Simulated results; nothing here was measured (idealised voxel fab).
Presented below is a process module, voxel transistor to metal.
Square cell edge 5 nm, section width 265 nm, ID cut.
Bands, listed from the top down, are how a cross-section gets written in this document; the cross-section itself is a grid of square cells, and a band is one or more rows of them. It is stipulated that each band's entry specify, in nanometres, the height of the top of the band and then that of its bottom, followed by the materials of the band in left-to-right sequence, each together with its width in nanometres. A single material marked by the word "all across" is understood to fill the band from edge to edge; the word "empty" is understood to denote empty space. Heights are reckoned from 0. Under this level, the received wafer is all of one material. The bottommost band is open-ended downward, for example "0 down". A width such as "30 to 40" changes by the same amount from each row of cells to the next, from the band's top row to its bottom row. A step reported as "identical to before" is a step in which no cell of the cross-section changed. This entry, "Tabulated closed voids", enumerates those empty regions of no fewer than 8 cells that possess no open connection to the top. Each region is reported in the form width x height at distance, the distance being taken from the left edge, with all three quantities expressed in nm. If you see something after the settings on a step's line, that's the simulator's own remark about that step. overlay nm: step with mask; distance mask lay right of planned place; negative value = left of planned place.

PROCESS STEPS (PLANNED)
1: RECEIVE | material Si
2: OXIDIZE | depth nm 5
3: CONFORMAL_DEP | material SiN | thk nm 15
4: PATTERN | tone cover | mask id ACTIVE | material resist | width nm 105 | pitch nm 130 | thk nm 20 | overlay nm 0
5: DIRECTIONAL_ETCH | etch materials SiN | depth nm 15
6: DIRECTIONAL_ETCH | etch materials SiO2 | depth nm 5
7: DIRECTIONAL_ETCH | etch materials Si | depth nm 25
8: STRIP | etch materials resist
9: OXIDIZE | depth nm 5
10: FILL_DEP | material SiO2 | thk nm 15
11: CMP | height nm 15
12: SELECTIVE_ETCH | etch materials SiO2 | depth nm 10
13: STRIP | etch materials SiN
14: SELECTIVE_ETCH | etch materials SiO2 | depth nm 5
15: OXIDIZE | depth nm 5
16: DIRECTIONAL_DEP | material polySi | thk nm 25
17: DIRECTIONAL_DEP | material SiCN | thk nm 10
18: MASKED_ETCH | tone cover | mask id GATE | width nm 25 | pitch nm 130 | etch materials SiCN | depth nm 20 | overlay nm 0
19: MASKED_ETCH | tone cover | mask id GATE | width nm 15 | pitch nm 130 | etch materials polySi | depth nm 35 | overlay nm 0
20: CONFORMAL_DEP | material SiN | thk nm 5
21: DIRECTIONAL_ETCH | etch materials SiN | depth nm 5
22: DIRECTIONAL_ETCH | etch materials SiO2 | depth nm 5
23: EPI | material nSi | thk nm 5
24: FILL_DEP | material SiO2 | thk nm 5
25: CMP | height nm 30
26: DIRECTIONAL_DEP | material SiO2 | thk nm 10
27: MASKED_ETCH | tone open | mask id CONTACT | width nm 15 | etch materials SiO2 | depth nm 45 | overlay nm 0
28: CONFORMAL_DEP | material TiN | thk nm 5
29: FILL_DEP | material Ru | thk nm 10
30: CMP | height nm 40
31: CONFORMAL_DEP | material SiN | thk nm 5
32: DIRECTIONAL_DEP | material SiO2 | thk nm 25
33: MASKED_ETCH | tone open | mask id METAL_1 | width nm 15 | etch materials SiO2 | depth nm 25 | overlay nm 0
34: MASKED_ETCH | tone open | mask id METAL_1 | width nm 15 | etch materials SiN | depth nm 5 | overlay nm 0
35: CONFORMAL_DEP | material TiN | thk nm 5
36: FILL_DEP | material Ru | thk nm 10
37: CMP | height nm 70
38: EPI | material Ru | thk nm 5
39: FILL_DEP | material SiCN | thk nm 5
Split variable: width nm, step 19. Plan value = first wafer. Wafers start alike.

CUT THROUGH THE FIRST OF SEVERAL WAFERS AS RECEIVED, POST STEP 1
    0 down = Si all across
    Tabulated closed voids: none

CROSS-SECTION OF THE FIRST OF SEVERAL WAFERS ONCE THE MODULE HAS RUN THROUGH ITS LAST STEP, STEP 39
    80 to 75 = SiCN all across
    75 to 70 = SiCN: 20 / Ru: 25 / SiCN: 45 / Ru: 25 / SiCN: 35 / Ru: 25 / SiCN: 45 / Ru: 25 / SiCN: 20
    70 to 45 = SiO2: 25 / TiN: 5 / Ru: 5 / TiN: 5 / SiO2: 55 / TiN: 5 / Ru: 5 / TiN: 5 / SiO2: 45 / TiN: 5 / Ru: 5 / TiN: 5 / SiO2: 55 / TiN: 5 / Ru: 5 / TiN: 5 / SiO2: 25
    45 to 40 = SiN: 25 / TiN: 15 / SiN: 55 / TiN: 15 / SiN: 45 / TiN: 15 / SiN: 55 / TiN: 15 / SiN: 25
    40 to 30 = SiO2: 25 / TiN: 5 / Ru: 5 / TiN: 5 / SiO2: 55 / TiN: 5 / Ru: 5 / TiN: 5 / SiO2: 45 / TiN: 5 / Ru: 5 / TiN: 5 / SiO2: 55 / TiN: 5 / Ru: 5 / TiN: 5 / SiO2: 25
    30 to 20 = SiO2: 25 / TiN: 5 / Ru: 5 / TiN: 5 / SiO2: 10 / SiN: 5 / SiCN: 25 / SiN: 5 / SiO2: 10 / TiN: 5 / Ru: 5 / TiN: 5 / SiO2: 45 / TiN: 5 / Ru: 5 / TiN: 5 / SiO2: 10 / SiN: 5 / SiCN: 25 / SiN: 5 / SiO2: 10 / TiN: 5 / Ru: 5 / TiN: 5 / SiO2: 25
    20 to 0 = SiO2: 25 / TiN: 5 / Ru: 5 / TiN: 5 / SiO2: 10 / SiN: 5 / polySi: 25 / SiN: 5 / SiO2: 10 / TiN: 5 / Ru: 5 / TiN: 5 / SiO2: 45 / TiN: 5 / Ru: 5 / TiN: 5 / SiO2: 10 / SiN: 5 / polySi: 25 / SiN: 5 / SiO2: 10 / TiN: 5 / Ru: 5 / TiN: 5 / SiO2: 25
    0 to -5 = SiO2: 10 / SiN: 5 / SiO2: 10 / TiN: 15 / SiO2: 10 / SiN: 5 / polySi: 25 / SiN: 5 / SiO2: 10 / TiN: 15 / SiO2: 10 / SiN: 5 / SiO2: 15 / SiN: 5 / SiO2: 10 / TiN: 15 / SiO2: 10 / SiN: 5 / polySi: 25 / SiN: 5 / SiO2: 10 / TiN: 15 / SiO2: 10 / SiN: 5 / SiO2: 10
    -5 to -10 = SiO2: 15 / nSi: 35 / SiO2: 35 / nSi: 35 / SiO2: 25 / nSi: 35 / SiO2: 35 / nSi: 35 / SiO2: 15
    -10 to -35 = SiO2: 20 / Si: 95 / SiO2: 35 / Si: 95 / SiO2: 20
    -35 down = Si all across
    Tabulated closed voids: none

THE MODULE'S END: A CROSS-SECTION OF THE LAST WAFER
    80 to 75 = SiCN all across
    75 to 70 = SiCN: 20 / Ru: 25 / SiCN: 45 / Ru: 25 / SiCN: 35 / Ru: 25 / SiCN: 45 / Ru: 25 / SiCN: 20
    70 to 45 = SiO2: 25 / TiN: 5 / Ru: 5 / TiN: 5 / SiO2: 55 / TiN: 5 / Ru: 5 / TiN: 5 / SiO2: 45 / TiN: 5 / Ru: 5 / TiN: 5 / SiO2: 55 / TiN: 5 / Ru: 5 / TiN: 5 / SiO2: 25
    45 to 40 = SiN: 25 / TiN: 15 / SiN: 55 / TiN: 15 / SiN: 45 / TiN: 15 / SiN: 55 / TiN: 15 / SiN: 25
    40 to 30 = SiO2: 25 / TiN: 5 / Ru: 5 / TiN: 5 / SiO2: 55 / TiN: 5 / Ru: 5 / TiN: 5 / SiO2: 45 / TiN: 5 / Ru: 5 / TiN: 5 / SiO2: 55 / TiN: 5 / Ru: 5 / TiN: 5 / SiO2: 25
    30 to 20 = SiO2: 25 / TiN: 5 / Ru: 5 / TiN: 5 / SiO2: 10 / SiN: 5 / SiCN: 25 / SiN: 5 / SiO2: 10 / TiN: 5 / Ru: 5 / TiN: 5 / SiO2: 45 / TiN: 5 / Ru: 5 / TiN: 5 / SiO2: 10 / SiN: 5 / SiCN: 25 / SiN: 5 / SiO2: 10 / TiN: 5 / Ru: 5 / TiN: 5 / SiO2: 25
    20 to 0 = SiO2: 25 / TiN: 5 / Ru: 5 / TiN: 5 / SiO2: 5 / SiN: 5 / polySi: 35 / SiN: 5 / SiO2: 5 / TiN: 5 / Ru: 5 / TiN: 5 / SiO2: 45 / TiN: 5 / Ru: 5 / TiN: 5 / SiO2: 5 / SiN: 5 / polySi: 35 / SiN: 5 / SiO2: 5 / TiN: 5 / Ru: 5 / TiN: 5 / SiO2: 25
    0 to -5 = SiO2: 10 / SiN: 5 / SiO2: 10 / TiN: 15 / SiO2: 5 / SiN: 5 / polySi: 35 / SiN: 5 / SiO2: 5 / TiN: 15 / SiO2: 10 / SiN: 5 / SiO2: 15 / SiN: 5 / SiO2: 10 / TiN: 15 / SiO2: 5 / SiN: 5 / polySi: 35 / SiN: 5 / SiO2: 5 / TiN: 15 / SiO2: 10 / SiN: 5 / SiO2: 10
    -5 to -10 = SiO2: 15 / nSi: 30 / SiO2: 45 / nSi: 30 / SiO2: 25 / nSi: 30 / SiO2: 45 / nSi: 30 / SiO2: 15
    -10 to -35 = SiO2: 20 / Si: 95 / SiO2: 35 / Si: 95 / SiO2: 20
    -35 down = Si all across
    Tabulated closed voids: none

BASICALLY EACH WAFER GETS A LINE IN THE TABLE, SHOWING IT AT THE END OF THE MODULE: MATERIAL BY MATERIAL, THE CELLS IT GAINED (+) OR LOST (-) SINCE WE GOT IT, THEN ITS CLOSED VOIDS
width nm 15 | +72 Ru | -181 Si | +106 SiCN | +73 SiN | +572 SiO2 | +128 TiN | +28 nSi | +50 polySi | Tabulated closed voids: none
width nm 20 | +72 Ru | -181 Si | +106 SiCN | +73 SiN | +572 SiO2 | +128 TiN | +28 nSi | +50 polySi | Tabulated closed voids: none
width nm 25 | +72 Ru | -181 Si | +106 SiCN | +73 SiN | +572 SiO2 | +128 TiN | +28 nSi | +50 polySi | Tabulated closed voids: none
width nm 30 | +72 Ru | -181 Si | +106 SiCN | +73 SiN | +564 SiO2 | +128 TiN | +26 nSi | +60 polySi | Tabulated closed voids: none
width nm 35 | +72 Ru | -181 Si | +106 SiCN | +73 SiN | +556 SiO2 | +128 TiN | +24 nSi | +70 polySi | Tabulated closed voids: none
